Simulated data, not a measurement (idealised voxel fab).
process module | voxel self aligned vias
cross-section cut | 225 nm wide | cells 5 nm
A cross-section is a grid of square cells, given in bands from the top down. A band is one or more rows of cells.
Each band's line starts with the height of the band's top and of its bottom, in nm. Then come its materials from left to right, each with its width in nm. One material with "throughout" fills the band from edge to edge. "air" is empty space.
Height 0 is the level under which the wafer as received is all one material. The lowest band goes on downwards, as in "0 down".
A width such as "30 to 40" changes by the same amount from each row of cells to the next, from the band's top row to its bottom row.
"no change" after a step means that no cell of the cross-section changed.
closed voids: empty space of 8 cells or more with no open way to the top, each as width x height at its distance from the left edge, in nm
after a step's settings: what the simulator itself notes on the step
overlay nm, on a step with a mask: how far to the right of its planned place the mask lay; to the left if negative
plan
1 op RECEIVE | material Si
2 op CONFORMAL_DEP | material SiO2 | thk nm 15
3 op CONFORMAL_DEP | material SiCN | thk nm 5
4 op DIRECTIONAL_DEP | material SiO2 | thk nm 20
5 op PATTERN | tone open | mask id LINES | material resist | width nm 20 | pitch nm 50 | thk nm 20 | overlay nm 0
6 op DIRECTIONAL_ETCH | etch materials SiO2 | depth nm 20
7 op STRIP | etch materials resist
8 op CONFORMAL_DEP | material TiN | thk nm 5
9 op FILL_DEP | material Ru | thk nm 5
10 op CMP | height nm 40
11 op SELECTIVE_ETCH | etch materials W Ru TiN | depth nm 5
12 op FILL_DEP | material SiN | thk nm 5
13 op CMP | height nm 40
14 op DIRECTIONAL_DEP | material SiO2 | thk nm 15
15 op DIRECTIONAL_DEP | material aC | thk nm 10
16 op PATTERN | tone open | mask id VIAS | material resist | width nm 30 | pitch nm 50 | thk nm 25 | overlay nm 0
17 op DIRECTIONAL_ETCH | etch materials aC | depth nm 10
18 op STRIP | etch materials resist
19 op DIRECTIONAL_ETCH | etch materials SiO2 | depth nm 15
20 op DIRECTIONAL_ETCH | etch materials SiN | depth nm 5
21 op STRIP | etch materials aC
22 op CONFORMAL_DEP | material TiN | thk nm 5
23 op FILL_DEP | material Ru | thk nm 5
24 op CMP | height nm 55
25 op CONFORMAL_DEP | material SiN | thk nm 5
as received, after step 1
  0 down: Si throughout
  closed voids: none
first wafer at the end, as planned
  60 to 55: SiN throughout
  55 to 45: SiO2 45 | TiN 5 | Ru 20 | TiN 5 | SiO2 20 | TiN 5 | Ru 20 | TiN 5 | SiO2 20 | TiN 5 | Ru 20 | TiN 5 | SiO2 50
  45 to 40: SiO2 45 | TiN 10 | Ru 10 | TiN 10 | SiO2 20 | TiN 10 | Ru 10 | TiN 10 | SiO2 20 | TiN 10 | Ru 10 | TiN 10 | SiO2 50
  40 to 35: SiO2 50 | TiN 20 | SiO2 30 | TiN 20 | SiO2 30 | TiN 20 | SiO2 55
  35 to 25: SiO2 50 | TiN 5 | Ru 10 | TiN 5 | SiO2 30 | TiN 5 | Ru 10 | TiN 5 | SiO2 30 | TiN 5 | Ru 10 | TiN 5 | SiO2 55
  25 to 20: SiO2 50 | TiN 20 | SiO2 30 | TiN 20 | SiO2 30 | TiN 20 | SiO2 55
  20 to 15: SiCN throughout
  15 to 0: SiO2 throughout
  0 down: Si throughout
  closed voids: none
second wafer at the end: like start, like plan, one mistake
  60 to 55: SiN throughout
  55 to 45: SiO2 45 | TiN 5 | Ru 20 | TiN 5 | SiO2 20 | TiN 5 | Ru 20 | TiN 5 | SiO2 20 | TiN 5 | Ru 20 | TiN 5 | SiO2 50
  45 to 40: SiO2 45 | TiN 30 | SiO2 20 | TiN 30 | SiO2 20 | TiN 30 | SiO2 50
  40 to 35: SiN 45 | TiN 5 | SiO2 20 | TiN 5 | SiN 20 | TiN 5 | SiO2 20 | TiN 5 | SiN 20 | TiN 5 | SiO2 20 | TiN 5 | SiN 50
  35 to 25: Ru 45 | TiN 5 | SiO2 20 | TiN 5 | Ru 20 | TiN 5 | SiO2 20 | TiN 5 | Ru 20 | TiN 5 | SiO2 20 | TiN 5 | Ru 50
  25 to 20: TiN 50 | SiO2 20 | TiN 30 | SiO2 20 | TiN 30 | SiO2 20 | TiN 55
  20 to 15: SiCN throughout
  15 to 0: SiO2 throughout
  0 down: Si throughout
  closed voids: none
what went wrong: step 5 ran as: op PATTERN | tone cover | mask id LINES | material resist | width nm 20 | pitch nm 50 | thk nm 20 | overlay nm 0
at the end the second wafer has, in cells: 36 more of Ru | 27 more of SiN | 84 fewer of SiO2 | 21 more of TiN
